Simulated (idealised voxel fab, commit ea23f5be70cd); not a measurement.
Module name: voxel ribs on slabs (process module)
Pictured: cross-section cut, 250 nm wide, on a grid of 5 nm square cells.
Notation: cross-section as square-cell grid; stated in bands, top first, going down; one or more cell rows per band.
Band: top and bottom heights (nm) first, top before bottom; then materials from left to right, widths in nm. "full width" marks a sole material filling the band edge to edge. "air" denotes empty space.
It should be noted that heights are counted from 0, beneath which the wafer as supplied is of one material throughout, and that the lowest band possesses no lower boundary but continues downward, as written in "0 nm and below".
When a width is written as two numbers, as in "30 to 40", the first number is the width in the top row of cells of the band and the second is the width in its bottom row, and the width changes by the same amount from each row to the next.
Take "no modification" at face value: in the step it is given for, the cross-section changed in none of its cells.
"Encapsulated voids" contains a list of empty spaces, each no smaller than 8 cells and without an open way to the top, written in the form width x height at distance with the distance from the left edge and all three in nm.
On a step's line, text after the settings is the simulator commenting on that step.
Regarding "overlay nm": on a step with a mask, it is the distance the mask lay to the right of its planned place; a negative value places it to the left.

List of planned process steps:
| 1 | RECEIVE [material Si] |
| 2 | DIRECTIONAL_DEP [material SiO2] [thk nm 30] |
| 3 | DIRECTIONAL_DEP [material SiN] [thk nm 15] |
| 4 | PATTERN [tone cover] [mask id RIB] [material resist] [width nm 25] [thk nm 15] [overlay nm 0] |
| 5 | DIRECTIONAL_ETCH [etch materials SiN] [depth nm 5] |
| 6 | STRIP [etch materials resist] |
| 7 | MASKED_ETCH [tone cover] [mask id SLAB] [width nm 75] [etch materials SiN] [depth nm 10] [overlay nm 0] |
| 8 | FILL_DEP [material SiO2] [thk nm 25] |
| 9 | CMP [height nm 60] |
| 10 | DIRECTIONAL_DEP [material TiN] [thk nm 10] |
| 11 | DIRECTIONAL_DEP [material aC] [thk nm 10] |
| 12 | PATTERN [tone cover] [mask id HEATER] [material resist] [width nm 35] [thk nm 30] [overlay nm 0] |
| 13 | DIRECTIONAL_ETCH [etch materials aC] [depth nm 10] |
| 14 | STRIP [etch materials resist] |
| 15 | DIRECTIONAL_ETCH [etch materials TiN] [depth nm 10] |
| 16 | STRIP [etch materials aC] |
| 17 | CONFORMAL_DEP [material SiN] [thk nm 5] |

Shown in cross-section is the wafer as received, that is, as it stands after step 1:
  0 nm and below = Si full width
  Encapsulated voids: none

Look at the cross-section after the module: the wafer started out the way shown above and the plan was the one shown above, yet one mistake was made along the way:
  75 nm to 70 nm = 100 nm air; 45 nm SiN; 105 nm air
  70 nm to 65 nm = 100 nm air; 5 nm SiN; 35 nm TiN; 5 nm SiN; 105 nm air
  65 nm to 60 nm = 105 nm SiN; 35 nm TiN; 110 nm SiN
  60 nm to 45 nm = SiO2 full width
  45 nm to 40 nm = 85 nm SiO2; 25 nm SiN; 25 nm SiO2; 25 nm SiN; 90 nm SiO2
  40 nm to 35 nm = 85 nm SiO2; 75 nm SiN; 90 nm SiO2
  35 nm to 30 nm = SiN full width
  30 nm to 0 nm = SiO2 full width
  0 nm and below = Si full width
  Encapsulated voids: none
What was the processing mistake? step 4 ran with different settings than intended, the actual operation and settings being PATTERN [tone open] [mask id RIB] [material resist] [width nm 25] [thk nm 15] [overlay nm 0]
